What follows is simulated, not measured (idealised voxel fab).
Process module heading - voxel quadruple lines
cross-section cut | 175 nm wide | cells 5 nm
This document writes a cross-section as a grid whose cells are square, and gives it as bands, listed from the top down; one or more rows of cells form a band.
For a band, the entry starts with two heights in nm, that of the top and then that of the bottom, and carries on with the band's materials in order from left to right, each alongside its width in nm; the word "throughout" beside a single material means it fills the band edge to edge, and "blank" means empty space.
All heights in this document are referenced to 0, defined as the level beneath which the wafer, as received, consists entirely of one material. The lowest band is not bounded below; it extends indefinitely downward and is written in the form "0..down".
Width spec "30..40" -> top row of cells at first value, bottom row at second value, equal per-row change in between.
A step reported as "no change" is a step in which no cell of the cross-section changed.
You'll see "Encapsulated voids" listing empty spaces that have no way open to the top, as long as they're 8 cells or more; the notation is width x height at distance, where the distance is from the left edge, and all of it is in nm.
Anything after a step's settings on that line? It's the simulator's own note about the step.
The line of a step may include "overlay nm". On a step with a mask, this value is how far to the right of its planned place the mask lay. A negative value means the mask lay to the left.
# Planned process steps
step 1: op RECEIVE | material Si
step 2: op CONFORMAL_DEP | material SiO2 | thk nm 5
step 3: op DIRECTIONAL_DEP | material W | thk nm 15
step 4: op DIRECTIONAL_DEP | material polySi | thk nm 15
step 5: op DIRECTIONAL_DEP | material aC | thk nm 20
step 6: op PATTERN | tone cover | mask id MANDREL | material resist | width nm 25 | thk nm 30 | overlay nm 0
step 7: op DIRECTIONAL_ETCH | etch materials aC | depth nm 20
step 8: op STRIP | etch materials resist
step 9: op CONFORMAL_DEP | material SiO2 | thk nm 15
step 10: op DIRECTIONAL_ETCH | etch materials SiO2 | depth nm 15
step 11: op STRIP | etch materials aC
step 12: op DIRECTIONAL_ETCH | etch materials polySi | depth nm 15
step 13: op STRIP | etch materials SiO2
step 14: op CONFORMAL_DEP | material SiCN | thk nm 5
step 15: op DIRECTIONAL_ETCH | etch materials SiCN | depth nm 5
step 16: op STRIP | etch materials polySi
step 17: op DIRECTIONAL_ETCH | etch materials W | depth nm 15
step 18: op STRIP | etch materials SiCN
step 19: op FILL_DEP | material SiO2 | thk nm 5
step 20: op CMP | height nm 20
# Cross-section: wafer on arrival = after step 1
* 0..down = Si throughout
* Encapsulated voids: none
# Post-module cross-section of the first of two wafers (run per plan)
* 20..5 = 55 of SiO2 | 5 of W | 15 of SiO2 | 5 of W | 15 of SiO2 | 5 of W | 15 of SiO2 | 5 of W | 55 of SiO2
* 5..0 = SiO2 throughout
* 0..down = Si throughout
* Encapsulated voids: none
# Second of two wafers, module complete, sectioned: it shares the first wafer's start and plan but was run with one mistake
* 20..5 = polySi throughout
* 5..0 = SiO2 throughout
* 0..down = Si throughout
* Encapsulated voids: none
Misprocessing identified: note: step 3 <-> step 4, run order reversed vs plan
Heads up, by the end the second wafer has more or fewer cells of some materials compared to the first: 93 fewer of SiO2, 12 fewer of W, 105 more of polySi
